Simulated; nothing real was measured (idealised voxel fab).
The following process module bears the name voxel ribs on slabs.
Cross-section cut: width 280 nm, square cells of 5 nm.
In this document a cross-section is written as a grid of square cells. It is given as a series of bands, listed from the top down, and a band is one or more rows of cells. Quick guide to a band line: top height, bottom height (nm) up front; then every material left to right with its width in nm. Only one material and it's marked "edge to edge"? Then it fills the band edge to edge. And "blank" just means empty space. Below 0: as-received wafer, all one material; heights counted from there. Lowest band: no bottom, goes on down, written "0 and below". A width such as "30..40" changes by the same amount from each row of cells to the next, from the band's top row to its bottom row. "identical to before" means the step left every cell of the cross-section as it was. Reported under the label "Enclosed internal cavities" are the empty spaces having no open way to the top and comprising 8 cells or more; the notation for each is width x height at distance, in which the distance is measured from the left edge and all three values are in nm. Step line, after settings: the simulator's comment on this step. overlay nm: on a step with a mask, how far right of its planned place the mask lay; negative means left. Before/after cross-section pairs, one process step each; after shown to lowest changed band; step and settings beneath. Pairs may be from different runs of this module on the same starting wafer; a pair continues from the one above only where its "Pre-step snapshot" entry says so.

### Pre-step snapshot
* 0 and below = Si edge to edge
* Enclosed internal cavities: none

### Post-Step Cross-Section
* 25 down to 0 = SiO2 edge to edge
* Everything below 0 is unchanged.
* Enclosed internal cavities: none
Looking at the two cross-sections above, the step in the middle is op DIRECTIONAL_DEP | material SiO2 | thk nm 25

Pre-step snapshot: just use the after drawing of the pair above as your starting point.

### Post-Step Cross-Section
* 50 down to 25 = SiN edge to edge
* Everything below 25 is unchanged.
* Enclosed internal cavities: none
Looking at the two cross-sections above, the step in the middle is op DIRECTIONAL_DEP | material SiN | thk nm 25

Pre-step snapshot: just use the after drawing of the pair above as your starting point.

### Post-Step Cross-Section
* 50 down to 35 = blank 130 nm; SiN 15 nm; blank 135 nm
* Everything below 35 is unchanged.
* Enclosed internal cavities: none
Looking at the two cross-sections above, the step in the middle is op MASKED_ETCH | tone cover | mask id RIB | width nm 15 | etch materials SiN | depth nm 15 | overlay nm 0

Pre-step snapshot: just use the after drawing of the pair above as your starting point.

### Post-Step Cross-Section
* 70 down to 50 = blank 110 nm; resist 55 nm; blank 115 nm
* 50 down to 35 = blank 110 nm; resist 20 nm; SiN 15 nm; resist 20 nm; blank 115 nm
* Everything below 35 is unchanged.
* Enclosed internal cavities: none
Looking at the two cross-sections above, the step in the middle is op PATTERN | tone cover | mask id SLAB | material resist | width nm 55 | thk nm 20 | overlay nm 0

Pre-step snapshot: just use the after drawing of the pair above as your starting point.

### Post-Step Cross-Section
* 70 down to 50 = blank 110 nm; resist 55 nm; blank 115 nm
* 50 down to 35 = blank 110 nm; resist 20 nm; SiN 15 nm; resist 20 nm; blank 115 nm
* 35 down to 25 = blank 110 nm; SiN 55 nm; blank 115 nm
* Everything below 25 is unchanged.
* Enclosed internal cavities: none
Looking at the two cross-sections above, the step in the middle is op DIRECTIONAL_ETCH | etch materials SiN | depth nm 10

Pre-step snapshot: just use the after drawing of the pair above as your starting point.

### Post-Step Cross-Section
* 50 down to 35 = blank 130 nm; SiN 15 nm; blank 135 nm
* Everything below 35 is unchanged.
* Enclosed internal cavities: none
Looking at the two cross-sections above, the step in the middle is op STRIP | etch materials resist

Pre-step snapshot: just use the after drawing of the pair above as your starting point.

### Post-Step Cross-Section
* 70 down to 50 = SiO2 edge to edge
* 50 down to 35 = SiO2 130 nm; SiN 15 nm; SiO2 135 nm
* 35 down to 25 = SiO2 110 nm; SiN 55 nm; SiO2 115 nm
* Everything below 25 is unchanged.
* Enclosed internal cavities: none
Looking at the two cross-sections above, the step in the middle is op FILL_DEP | material SiO2 | thk nm 20

Pre-step snapshot: just use the after drawing of the pair above as your starting point.

### Post-Step Cross-Section
* 65 down to 50 = SiO2 edge to edge
* Everything below 50 is unchanged.
* Enclosed internal cavities: none
Looking at the two cross-sections above, the step in the middle is op CMP | height nm 65

Pre-step snapshot: just use the after drawing of the pair above as your starting point.

### Post-Step Cross-Section
* 75 down to 65 = TiN edge to edge
* Everything below 65 is unchanged.
* Enclosed internal cavities: none
Looking at the two cross-sections above, the step in the middle is op DIRECTIONAL_DEP | material TiN | thk nm 10

Pre-step snapshot: just use the after drawing of the pair above as your starting point.

### Post-Step Cross-Section
* 90 down to 75 = aC edge to edge
* Everything below 75 is unchanged.
* Enclosed internal cavities: none
Looking at the two cross-sections above, the step in the middle is op DIRECTIONAL_DEP | material aC | thk nm 15

Pre-step snapshot: just use the after drawing of the pair above as your starting point.

### Post-Step Cross-Section
* 125 down to 90 = blank 125 nm; resist 25 nm; blank 130 nm
* Everything below 90 is unchanged.
* Enclosed internal cavities: none
Looking at the two cross-sections above, the step in the middle is op PATTERN | tone cover | mask id HEATER | material resist | width nm 25 | thk nm 35 | overlay nm 0

Pre-step snapshot: just use the after drawing of the pair above as your starting point.

### Post-Step Cross-Section
* 110 down to 90 = blank 125 nm; resist 25 nm; blank 130 nm
* 90 down to 75 = blank 125 nm; aC 25 nm; blank 130 nm
* Everything below 75 is unchanged.
* Enclosed internal cavities: none
Looking at the two cross-sections above, the step in the middle is op DIRECTIONAL_ETCH | etch materials aC | depth nm 15

Pre-step snapshot: just use the after drawing of the pair above as your starting point.

### Post-Step Cross-Section
* 90 down to 75 = blank 125 nm; aC 25 nm; blank 130 nm
* Everything below 75 is unchanged.
* Enclosed internal cavities: none
Looking at the two cross-sections above, the step in the middle is op STRIP | etch materials resist

Pre-step snapshot: just use the after drawing of the pair above as your starting point.

### Post-Step Cross-Section
* 90 down to 75 = blank 125 nm; aC 25 nm; blank 130 nm
* 75 down to 65 = blank 125 nm; TiN 25 nm; blank 130 nm
* Everything below 65 is unchanged.
* Enclosed internal cavities: none
Looking at the two cross-sections above, the step in the middle is op DIRECTIONAL_ETCH | etch materials TiN | depth nm 10

Pre-step snapshot: just use the after drawing of the pair above as your starting point.

### Post-Step Cross-Section
* 75 down to 65 = blank 125 nm; TiN 25 nm; blank 130 nm
* Everything below 65 is unchanged.
* Enclosed internal cavities: none
Looking at the two cross-sections above, the step in the middle is op STRIP | etch materials aC

Pre-step snapshot: just use the after drawing of the pair above as your starting point.

### Post-Step Cross-Section
* 85 down to 75 = blank 115 nm; SiN 45 nm; blank 120 nm
* 75 down to 65 = SiN 125 nm; TiN 25 nm; SiN 130 nm
* Everything below 65 is unchanged.
* Enclosed internal cavities: none
Looking at the two cross-sections above, the step in the middle is op CONFORMAL_DEP | material SiN | thk nm 10

### Pre-step snapshot
* 50 down to 25 = SiN edge to edge
* 25 down to 0 = SiO2 edge to edge
* 0 and below = Si edge to edge
* Enclosed internal cavities: none

### Post-Step Cross-Section
* 75 down to 25 = SiN edge to edge
* Everything below 25 is unchanged.
* Enclosed internal cavities: none
Looking at the two cross-sections above, the step in the middle is op DIRECTIONAL_DEP | material SiN | thk nm 25

Pre-step snapshot: just use the after drawing of the pair above as your starting point.

### Post-Step Cross-Section
* 75 down to 60 = blank 130 nm; SiN 15 nm; blank 135 nm
* Everything below 60 is unchanged.
* Enclosed internal cavities: none
Looking at the two cross-sections above, the step in the middle is op MASKED_ETCH | tone cover | mask id RIB | width nm 15 | etch materials SiN | depth nm 15 | overlay nm 0

Pre-step snapshot: just use the after drawing of the pair above as your starting point.

### Post-Step Cross-Section
* 95 down to 75 = blank 110 nm; resist 55 nm; blank 115 nm
* 75 down to 60 = blank 110 nm; resist 20 nm; SiN 15 nm; resist 20 nm; blank 115 nm
* Everything below 60 is unchanged.
* Enclosed internal cavities: none
Looking at the two cross-sections above, the step in the middle is op PATTERN | tone cover | mask id SLAB | material resist | width nm 55 | thk nm 20 | overlay nm 0

Pre-step snapshot: just use the after drawing of the pair above as your starting point.

### Post-Step Cross-Section
* 95 down to 75 = blank 110 nm; resist 55 nm; blank 115 nm
* 75 down to 60 = blank 110 nm; resist 20 nm; SiN 15 nm; resist 20 nm; blank 115 nm
* 60 down to 50 = blank 110 nm; SiN 55 nm; blank 115 nm
* Everything below 50 is unchanged.
* Enclosed internal cavities: none
Looking at the two cross-sections above, the step in the middle is op DIRECTIONAL_ETCH | etch materials SiN | depth nm 10

Pre-step snapshot: just use the after drawing of the pair above as your starting point.

### Post-Step Cross-Section
* 75 down to 60 = blank 130 nm; SiN 15 nm; blank 135 nm
* Everything below 60 is unchanged.
* Enclosed internal cavities: none
Looking at the two cross-sections above, the step in the middle is op STRIP | etch materials resist

Pre-step snapshot: just use the after drawing of the pair above as your starting point.

### Post-Step Cross-Section
* 95 down to 75 = SiO2 edge to edge
* 75 down to 60 = SiO2 130 nm; SiN 15 nm; SiO2 135 nm
* 60 down to 50 = SiO2 110 nm; SiN 55 nm; SiO2 115 nm
* Everything below 50 is unchanged.
* Enclosed internal cavities: none
Looking at the two cross-sections above, the step in the middle is op FILL_DEP | material SiO2 | thk nm 20

Pre-step snapshot: just use the after drawing of the pair above as your starting point.

### Post-Step Cross-Section
* 65 down to 60 = SiO2 130 nm; SiN 15 nm; SiO2 135 nm
* Everything below 60 is unchanged.
* Enclosed internal cavities: none
Looking at the two cross-sections above, the step in the middle is op CMP | height nm 65

Pre-step snapshot: just use the after drawing of the pair above as your starting point.

### Post-Step Cross-Section
* 75 down to 65 = TiN edge to edge
* Everything below 65 is unchanged.
* Enclosed internal cavities: none
Looking at the two cross-sections above, the step in the middle is op DIRECTIONAL_DEP | material TiN | thk nm 10

Pre-step snapshot: just use the after drawing of the pair above as your starting point.

### Post-Step Cross-Section
* 90 down to 75 = aC edge to edge
* Everything below 75 is unchanged.
* Enclosed internal cavities: none
Looking at the two cross-sections above, the step in the middle is op DIRECTIONAL_DEP | material aC | thk nm 15

Pre-step snapshot: just use the after drawing of the pair above as your starting point.

### Post-Step Cross-Section
* 125 down to 90 = blank 125 nm; resist 25 nm; blank 130 nm
* Everything below 90 is unchanged.
* Enclosed internal cavities: none
Looking at the two cross-sections above, the step in the middle is op PATTERN | tone cover | mask id HEATER | material resist | width nm 25 | thk nm 35 | overlay nm 0

Pre-step snapshot: just use the after drawing of the pair above as your starting point.

### Post-Step Cross-Section
* 110 down to 90 = blank 125 nm; resist 25 nm; blank 130 nm
* 90 down to 75 = blank 125 nm; aC 25 nm; blank 130 nm
* Everything below 75 is unchanged.
* Enclosed internal cavities: none
Looking at the two cross-sections above, the step in the middle is op DIRECTIONAL_ETCH | etch materials aC | depth nm 15

Pre-step snapshot: just use the after drawing of the pair above as your starting point.

### Post-Step Cross-Section
* 90 down to 75 = blank 125 nm; aC 25 nm; blank 130 nm
* Everything below 75 is unchanged.
* Enclosed internal cavities: none
Looking at the two cross-sections above, the step in the middle is op STRIP | etch materials resist

Pre-step snapshot: just use the after drawing of the pair above as your starting point.

### Post-Step Cross-Section
* 90 down to 75 = blank 125 nm; aC 25 nm; blank 130 nm
* 75 down to 65 = blank 125 nm; TiN 25 nm; blank 130 nm
* Everything below 65 is unchanged.
* Enclosed internal cavities: none
Looking at the two cross-sections above, the step in the middle is op DIRECTIONAL_ETCH | etch materials TiN | depth nm 10

Pre-step snapshot: just use the after drawing of the pair above as your starting point.

### Post-Step Cross-Section
* 75 down to 65 = blank 125 nm; TiN 25 nm; blank 130 nm
* Everything below 65 is unchanged.
* Enclosed internal cavities: none
Looking at the two cross-sections above, the step in the middle is op STRIP | etch materials aC

Pre-step snapshot: just use the after drawing of the pair above as your starting point.

### Post-Step Cross-Section
* 85 down to 75 = blank 115 nm; SiN 45 nm; blank 120 nm
* 75 down to 65 = SiN 125 nm; TiN 25 nm; SiN 130 nm
* Everything below 65 is unchanged.
* Enclosed internal cavities: none
Looking at the two cross-sections above, the step in the middle is op CONFORMAL_DEP | material SiN | thk nm 10

### Pre-step snapshot
* 0 and below = Si edge to edge
* Enclosed internal cavities: none

### Post-Step Cross-Section
* 25 down to 0 = SiN edge to edge
* Everything below 0 is unchanged.
* Enclosed internal cavities: none
Looking at the two cross-sections above, the step in the middle is op DIRECTIONAL_DEP | material SiN | thk nm 25

Pre-step snapshot: just use the after drawing of the pair above as your starting point.

### Post-Step Cross-Section
* 50 down to 25 = SiO2 edge to edge
* Everything below 25 is unchanged.
* Enclosed internal cavities: none
Looking at the two cross-sections above, the step in the middle is op DIRECTIONAL_DEP | material SiO2 | thk nm 25

Pre-step snapshot: just use the after drawing of the pair above as your starting point.

### Post-Step Cross-Section
* 70 down to 50 = blank 110 nm; resist 55 nm; blank 115 nm
* Everything below 50 is unchanged.
* Enclosed internal cavities: none
Looking at the two cross-sections above, the step in the middle is op PATTERN | tone cover | mask id SLAB | material resist | width nm 55 | thk nm 20 | overlay nm 0

Pre-step snapshot: just use the after drawing of the pair above as your starting point.

### Post-Step Cross-Section
* 50 down to 25 = SiO2 edge to edge
* Everything below 25 is unchanged.
* Enclosed internal cavities: none
Looking at the two cross-sections above, the step in the middle is op STRIP | etch materials resist

Pre-step snapshot: just use the after drawing of the pair above as your starting point.

### Post-Step Cross-Section
* 70 down to 25 = SiO2 edge to edge
* Everything below 25 is unchanged.
* Enclosed internal cavities: none
Looking at the two cross-sections above, the step in the middle is op FILL_DEP | material SiO2 | thk nm 20

Pre-step snapshot: just use the after drawing of the pair above as your starting point.

### Post-Step Cross-Section
* 65 down to 25 = SiO2 edge to edge
* Everything below 25 is unchanged.
* Enclosed internal cavities: none
Looking at the two cross-sections above, the step in the middle is op CMP | height nm 65

Pre-step snapshot: just use the after drawing of the pair above as your starting point.

### Post-Step Cross-Section
* 75 down to 65 = TiN edge to edge
* Everything below 65 is unchanged.
* Enclosed internal cavities: none
Looking at the two cross-sections above, the step in the middle is op DIRECTIONAL_DEP | material TiN | thk nm 10

Pre-step snapshot: just use the after drawing of the pair above as your starting point.

### Post-Step Cross-Section
* 90 down to 75 = aC edge to edge
* Everything below 75 is unchanged.
* Enclosed internal cavities: none
Looking at the two cross-sections above, the step in the middle is op DIRECTIONAL_DEP | material aC | thk nm 15

Pre-step snapshot: just use the after drawing of the pair above as your starting point.

### Post-Step Cross-Section
* 125 down to 90 = blank 125 nm; resist 25 nm; blank 130 nm
* Everything below 90 is unchanged.
* Enclosed internal cavities: none
Looking at the two cross-sections above, the step in the middle is op PATTERN | tone cover | mask id HEATER | material resist | width nm 25 | thk nm 35 | overlay nm 0

Pre-step snapshot: just use the after drawing of the pair above as your starting point.

### Post-Step Cross-Section
* 110 down to 90 = blank 125 nm; resist 25 nm; blank 130 nm
* 90 down to 75 = blank 125 nm; aC 25 nm; blank 130 nm
* Everything below 75 is unchanged.
* Enclosed internal cavities: none
Looking at the two cross-sections above, the step in the middle is op DIRECTIONAL_ETCH | etch materials aC | depth nm 15

Pre-step snapshot: just use the after drawing of the pair above as your starting point.

### Post-Step Cross-Section
* 90 down to 75 = blank 125 nm; aC 25 nm; blank 130 nm
* Everything below 75 is unchanged.
* Enclosed internal cavities: none
Looking at the two cross-sections above, the step in the middle is op STRIP | etch materials resist

Pre-step snapshot: just use the after drawing of the pair above as your starting point.

### Post-Step Cross-Section
* 90 down to 75 = blank 125 nm; aC 25 nm; blank 130 nm
* 75 down to 65 = blank 125 nm; TiN 25 nm; blank 130 nm
* Everything below 65 is unchanged.
* Enclosed internal cavities: none
Looking at the two cross-sections above, the step in the middle is op DIRECTIONAL_ETCH | etch materials TiN | depth nm 10

Pre-step snapshot: just use the after drawing of the pair above as your starting point.

### Post-Step Cross-Section
* 75 down to 65 = blank 125 nm; TiN 25 nm; blank 130 nm
* Everything below 65 is unchanged.
* Enclosed internal cavities: none
Looking at the two cross-sections above, the step in the middle is op STRIP | etch materials aC

Pre-step snapshot: just use the after drawing of the pair above as your starting point.

### Post-Step Cross-Section
* 85 down to 75 = blank 115 nm; SiN 45 nm; blank 120 nm
* 75 down to 65 = SiN 125 nm; TiN 25 nm; SiN 130 nm
* Everything below 65 is unchanged.
* Enclosed internal cavities: none
Looking at the two cross-sections above, the step in the middle is op CONFORMAL_DEP | material SiN | thk nm 10

### Pre-step snapshot
* 50 down to 25 = SiN edge to edge
* 25 down to 0 = SiO2 edge to edge
* 0 and below = Si edge to edge
* Enclosed internal cavities: none

### Post-Step Cross-Section
* 50 down to 45 = blank 130 nm; SiN 15 nm; blank 135 nm
* Everything below 45 is unchanged.
* Enclosed internal cavities: none
Looking at the two cross-sections above, the step in the middle is op MASKED_ETCH | tone cover | mask id RIB | width nm 15 | etch materials SiN | depth nm 5 | overlay nm 0

Pre-step snapshot: just use the after drawing of the pair above as your starting point.

### Post-Step Cross-Section
* 70 down to 50 = blank 110 nm; resist 55 nm; blank 115 nm
* 50 down to 45 = blank 110 nm; resist 20 nm; SiN 15 nm; resist 20 nm; blank 115 nm
* Everything below 45 is unchanged.
* Enclosed internal cavities: none
Looking at the two cross-sections above, the step in the middle is op PATTERN | tone cover | mask id SLAB | material resist | width nm 55 | thk nm 20 | overlay nm 0

Pre-step snapshot: just use the after drawing of the pair above as your starting point.

### Post-Step Cross-Section
* 70 down to 50 = blank 110 nm; resist 55 nm; blank 115 nm
* 50 down to 45 = blank 110 nm; resist 20 nm; SiN 15 nm; resist 20 nm; blank 115 nm
* 45 down to 35 = blank 110 nm; SiN 55 nm; blank 115 nm
* Everything below 35 is unchanged.
* Enclosed internal cavities: none
Looking at the two cross-sections above, the step in the middle is op DIRECTIONAL_ETCH | etch materials SiN | depth nm 10

Pre-step snapshot: just use the after drawing of the pair above as your starting point.

### Post-Step Cross-Section
* 50 down to 45 = blank 130 nm; SiN 15 nm; blank 135 nm
* Everything below 45 is unchanged.
* Enclosed internal cavities: none
Looking at the two cross-sections above, the step in the middle is op STRIP | etch materials resist

Pre-step snapshot: just use the after drawing of the pair above as your starting point.

### Post-Step Cross-Section
* 70 down to 50 = SiO2 edge to edge
* 50 down to 45 = SiO2 130 nm; SiN 15 nm; SiO2 135 nm
* 45 down to 35 = SiO2 110 nm; SiN 55 nm; SiO2 115 nm
* Everything below 35 is unchanged.
* Enclosed internal cavities: none
Looking at the two cross-sections above, the step in the middle is op FILL_DEP | material SiO2 | thk nm 20

Pre-step snapshot: just use the after drawing of the pair above as your starting point.

### Post-Step Cross-Section
* 65 down to 50 = SiO2 edge to edge
* Everything below 50 is unchanged.
* Enclosed internal cavities: none
Looking at the two cross-sections above, the step in the middle is op CMP | height nm 65

Pre-step snapshot: just use the after drawing of the pair above as your starting point.

### Post-Step Cross-Section
* 75 down to 65 = TiN edge to edge
* Everything below 65 is unchanged.
* Enclosed internal cavities: none
Looking at the two cross-sections above, the step in the middle is op DIRECTIONAL_DEP | material TiN | thk nm 10

Pre-step snapshot: just use the after drawing of the pair above as your starting point.

### Post-Step Cross-Section
* 90 down to 75 = aC edge to edge
* Everything below 75 is unchanged.
* Enclosed internal cavities: none
Looking at the two cross-sections above, the step in the middle is op DIRECTIONAL_DEP | material aC | thk nm 15

Pre-step snapshot: just use the after drawing of the pair above as your starting point.

### Post-Step Cross-Section
* 125 down to 90 = blank 125 nm; resist 25 nm; blank 130 nm
* Everything below 90 is unchanged.
* Enclosed internal cavities: none
Looking at the two cross-sections above, the step in the middle is op PATTERN | tone cover | mask id HEATER | material resist | width nm 25 | thk nm 35 | overlay nm 0

Pre-step snapshot: just use the after drawing of the pair above as your starting point.

### Post-Step Cross-Section
* 110 down to 90 = blank 125 nm; resist 25 nm; blank 130 nm
* 90 down to 75 = blank 125 nm; aC 25 nm; blank 130 nm
* Everything below 75 is unchanged.
* Enclosed internal cavities: none
Looking at the two cross-sections above, the step in the middle is op DIRECTIONAL_ETCH | etch materials aC | depth nm 15

Pre-step snapshot: just use the after drawing of the pair above as your starting point.

### Post-Step Cross-Section
* 90 down to 75 = blank 125 nm; aC 25 nm; blank 130 nm
* Everything below 75 is unchanged.
* Enclosed internal cavities: none
Looking at the two cross-sections above, the step in the middle is op STRIP | etch materials resist

Pre-step snapshot: just use the after drawing of the pair above as your starting point.

### Post-Step Cross-Section
* 90 down to 75 = blank 125 nm; aC 25 nm; blank 130 nm
* 75 down to 65 = blank 125 nm; TiN 25 nm; blank 130 nm
* Everything below 65 is unchanged.
* Enclosed internal cavities: none
Looking at the two cross-sections above, the step in the middle is op DIRECTIONAL_ETCH | etch materials TiN | depth nm 10

Pre-step snapshot: just use the after drawing of the pair above as your starting point.

### Post-Step Cross-Section
* 75 down to 65 = blank 125 nm; TiN 25 nm; blank 130 nm
* Everything below 65 is unchanged.
* Enclosed internal cavities: none
Looking at the two cross-sections above, the step in the middle is op STRIP | etch materials aC

Pre-step snapshot: just use the after drawing of the pair above as your starting point.

### Post-Step Cross-Section
* 85 down to 75 = blank 115 nm; SiN 45 nm; blank 120 nm
* 75 down to 65 = SiN 125 nm; TiN 25 nm; SiN 130 nm
* Everything below 65 is unchanged.
* Enclosed internal cavities: none
Looking at the two cross-sections above, the step in the middle is op CONFORMAL_DEP | material SiN | thk nm 10

### Pre-step snapshot
* 90 down to 75 = aC edge to edge
* 75 down to 65 = TiN edge to edge
* 65 down to 50 = SiO2 edge to edge
* 50 down to 35 = SiO2 130 nm; SiN 15 nm; SiO2 135 nm
* 35 down to 25 = SiO2 110 nm; SiN 55 nm; SiO2 115 nm
* 25 down to 0 = SiO2 edge to edge
* 0 and below = Si edge to edge
* Enclosed internal cavities: none

### Post-Step Cross-Section
* 125 down to 90 = blank 120 nm; resist 35 nm; blank 125 nm
* Everything below 90 is unchanged.
* Enclosed internal cavities: none
Looking at the two cross-sections above, the step in the middle is op PATTERN | tone cover | mask id HEATER | material resist | width nm 35 | thk nm 35 | overlay nm 0

Pre-step snapshot: just use the after drawing of the pair above as your starting point.

### Post-Step Cross-Section
* 110 down to 90 = blank 120 nm; resist 35 nm; blank 125 nm
* 90 down to 75 = blank 120 nm; aC 35 nm; blank 125 nm
* Everything below 75 is unchanged.
* Enclosed internal cavities: none
Looking at the two cross-sections above, the step in the middle is op DIRECTIONAL_ETCH | etch materials aC | depth nm 15

Pre-step snapshot: just use the after drawing of the pair above as your starting point.

### Post-Step Cross-Section
* 90 down to 75 = blank 120 nm; aC 35 nm; blank 125 nm
* Everything below 75 is unchanged.
* Enclosed internal cavities: none
Looking at the two cross-sections above, the step in the middle is op STRIP | etch materials resist

Pre-step snapshot: just use the after drawing of the pair above as your starting point.

### Post-Step Cross-Section
* 90 down to 75 = blank 120 nm; aC 35 nm; blank 125 nm
* 75 down to 65 = blank 120 nm; TiN 35 nm; blank 125 nm
* Everything below 65 is unchanged.
* Enclosed internal cavities: none
Looking at the two cross-sections above, the step in the middle is op DIRECTIONAL_ETCH | etch materials TiN | depth nm 10

Pre-step snapshot: just use the after drawing of the pair above as your starting point.

### Post-Step Cross-Section
* 75 down to 65 = blank 120 nm; TiN 35 nm; blank 125 nm
* Everything below 65 is unchanged.
* Enclosed internal cavities: none
Looking at the two cross-sections above, the step in the middle is op STRIP | etch materials aC

Pre-step snapshot: just use the after drawing of the pair above as your starting point.

### Post-Step Cross-Section
* 85 down to 75 = blank 110 nm; SiN 55 nm; blank 115 nm
* 75 down to 65 = SiN 120 nm; TiN 35 nm; SiN 125 nm
* Everything below 65 is unchanged.
* Enclosed internal cavities: none
Looking at the two cross-sections above, the step in the middle is op CONFORMAL_DEP | material SiN | thk nm 10

### Pre-step snapshot
* 50 down to 35 = blank 130 nm; SiN 15 nm; blank 135 nm
* 35 down to 25 = SiN edge to edge
* 25 down to 0 = SiO2 edge to edge
* 0 and below = Si edge to edge
* Enclosed internal cavities: none

### Post-Step Cross-Section
* 70 down to 50 = blank 115 nm; resist 55 nm; blank 110 nm
* 50 down to 35 = blank 115 nm; resist 15 nm; SiN 15 nm; resist 25 nm; blank 110 nm
* Everything below 35 is unchanged.
* Enclosed internal cavities: none
Looking at the two cross-sections above, the step in the middle is op PATTERN | tone cover | mask id SLAB | material resist | width nm 55 | thk nm 20 | overlay nm 5

Pre-step snapshot: just use the after drawing of the pair above as your starting point.

### Post-Step Cross-Section
* 70 down to 50 = blank 115 nm; resist 55 nm; blank 110 nm
* 50 down to 35 = blank 115 nm; resist 15 nm; SiN 15 nm; resist 25 nm; blank 110 nm
* 35 down to 25 = blank 115 nm; SiN 55 nm; blank 110 nm
* Everything below 25 is unchanged.
* Enclosed internal cavities: none
Looking at the two cross-sections above, the step in the middle is op DIRECTIONAL_ETCH | etch materials SiN | depth nm 10

Pre-step snapshot: just use the after drawing of the pair above as your starting point.

### Post-Step Cross-Section
* 50 down to 35 = blank 130 nm; SiN 15 nm; blank 135 nm
* Everything below 35 is unchanged.
* Enclosed internal cavities: none
Looking at the two cross-sections above, the step in the middle is op STRIP | etch materials resist

Pre-step snapshot: just use the after drawing of the pair above as your starting point.

### Post-Step Cross-Section
* 70 down to 50 = SiO2 edge to edge
* 50 down to 35 = SiO2 130 nm; SiN 15 nm; SiO2 135 nm
* 35 down to 25 = SiO2 115 nm; SiN 55 nm; SiO2 110 nm
* Everything below 25 is unchanged.
* Enclosed internal cavities: none
Looking at the two cross-sections above, the step in the middle is op FILL_DEP | material SiO2 | thk nm 20

Pre-step snapshot: just use the after drawing of the pair above as your starting point.

### Post-Step Cross-Section
* 65 down to 50 = SiO2 edge to edge
* Everything below 50 is unchanged.
* Enclosed internal cavities: none
Looking at the two cross-sections above, the step in the middle is op CMP | height nm 65

Pre-step snapshot: just use the after drawing of the pair above as your starting point.

### Post-Step Cross-Section
* 75 down to 65 = TiN edge to edge
* Everything below 65 is unchanged.
* Enclosed internal cavities: none
Looking at the two cross-sections above, the step in the middle is op DIRECTIONAL_DEP | material TiN | thk nm 10

Pre-step snapshot: just use the after drawing of the pair above as your starting point.

### Post-Step Cross-Section
* 90 down to 75 = aC edge to edge
* Everything below 75 is unchanged.
* Enclosed internal cavities: none
Looking at the two cross-sections above, the step in the middle is op DIRECTIONAL_DEP | material aC | thk nm 15

Pre-step snapshot: just use the after drawing of the pair above as your starting point.

### Post-Step Cross-Section
* 125 down to 90 = blank 125 nm; resist 25 nm; blank 130 nm
* Everything below 90 is unchanged.
* Enclosed internal cavities: none
Looking at the two cross-sections above, the step in the middle is op PATTERN | tone cover | mask id HEATER | material resist | width nm 25 | thk nm 35 | overlay nm 0

Pre-step snapshot: just use the after drawing of the pair above as your starting point.

### Post-Step Cross-Section
* 110 down to 90 = blank 125 nm; resist 25 nm; blank 130 nm
* 90 down to 75 = blank 125 nm; aC 25 nm; blank 130 nm
* Everything below 75 is unchanged.
* Enclosed internal cavities: none
Looking at the two cross-sections above, the step in the middle is op DIRECTIONAL_ETCH | etch materials aC | depth nm 15

Pre-step snapshot: just use the after drawing of the pair above as your starting point.

### Post-Step Cross-Section
* 90 down to 75 = blank 125 nm; aC 25 nm; blank 130 nm
* Everything below 75 is unchanged.
* Enclosed internal cavities: none
Looking at the two cross-sections above, the step in the middle is op STRIP | etch materials resist

Pre-step snapshot: just use the after drawing of the pair above as your starting point.

### Post-Step Cross-Section
* 90 down to 75 = blank 125 nm; aC 25 nm; blank 130 nm
* 75 down to 65 = blank 125 nm; TiN 25 nm; blank 130 nm
* Everything below 65 is unchanged.
* Enclosed internal cavities: none
Looking at the two cross-sections above, the step in the middle is op DIRECTIONAL_ETCH | etch materials TiN | depth nm 10

Pre-step snapshot: just use the after drawing of the pair above as your starting point.

### Post-Step Cross-Section
* 75 down to 65 = blank 125 nm; TiN 25 nm; blank 130 nm
* Everything below 65 is unchanged.
* Enclosed internal cavities: none
Looking at the two cross-sections above, the step in the middle is op STRIP | etch materials aC

Pre-step snapshot: just use the after drawing of the pair above as your starting point.

### Post-Step Cross-Section
* 85 down to 75 = blank 115 nm; SiN 45 nm; blank 120 nm
* 75 down to 65 = SiN 125 nm; TiN 25 nm; SiN 130 nm
* Everything below 65 is unchanged.
* Enclosed internal cavities: none
Looking at the two cross-sections above, the step in the middle is op CONFORMAL_DEP | material SiN | thk nm 10

### Pre-step snapshot
* 65 down to 50 = SiO2 edge to edge
* 50 down to 35 = SiO2 130 nm; SiN 15 nm; SiO2 135 nm
* 35 down to 25 = SiO2 110 nm; SiN 55 nm; SiO2 115 nm
* 25 down to 0 = SiO2 edge to edge
* 0 and below = Si edge to edge
* Enclosed internal cavities: none

### Post-Step Cross-Section
* 75 down to 50 = SiO2 edge to edge
* Everything below 50 is unchanged.
* Enclosed internal cavities: none
Looking at the two cross-sections above, the step in the middle is op DIRECTIONAL_DEP | material SiO2 | thk nm 10

Pre-step snapshot: just use the after drawing of the pair above as your starting point.

### Post-Step Cross-Section
* 90 down to 75 = aC edge to edge
* Everything below 75 is unchanged.
* Enclosed internal cavities: none
Looking at the two cross-sections above, the step in the middle is op DIRECTIONAL_DEP | material aC | thk nm 15

Pre-step snapshot: just use the after drawing of the pair above as your starting point.

### Post-Step Cross-Section
* 125 down to 90 = blank 125 nm; resist 25 nm; blank 130 nm
* Everything below 90 is unchanged.
* Enclosed internal cavities: none
Looking at the two cross-sections above, the step in the middle is op PATTERN | tone cover | mask id HEATER | material resist | width nm 25 | thk nm 35 | overlay nm 0

Pre-step snapshot: just use the after drawing of the pair above as your starting point.

### Post-Step Cross-Section
* 110 down to 90 = blank 125 nm; resist 25 nm; blank 130 nm
* 90 down to 75 = blank 125 nm; aC 25 nm; blank 130 nm
* Everything below 75 is unchanged.
* Enclosed internal cavities: none
Looking at the two cross-sections above, the step in the middle is op DIRECTIONAL_ETCH | etch materials aC | depth nm 15

Pre-step snapshot: just use the after drawing of the pair above as your starting point.

### Post-Step Cross-Section
* 90 down to 75 = blank 125 nm; aC 25 nm; blank 130 nm
* Everything below 75 is unchanged.
* Enclosed internal cavities: none
Looking at the two cross-sections above, the step in the middle is op STRIP | etch materials resist

Pre-step snapshot: just use the after drawing of the pair above as your starting point.

### Post-Step Cross-Section
* 75 down to 50 = SiO2 edge to edge
* Everything below 50 is unchanged.
* Enclosed internal cavities: none
Looking at the two cross-sections above, the step in the middle is op STRIP | etch materials aC

Pre-step snapshot: just use the after drawing of the pair above as your starting point.

### Post-Step Cross-Section
* 85 down to 75 = SiN edge to edge
* Everything below 75 is unchanged.
* Enclosed internal cavities: none
Looking at the two cross-sections above, the step in the middle is op CONFORMAL_DEP | material SiN | thk nm 10
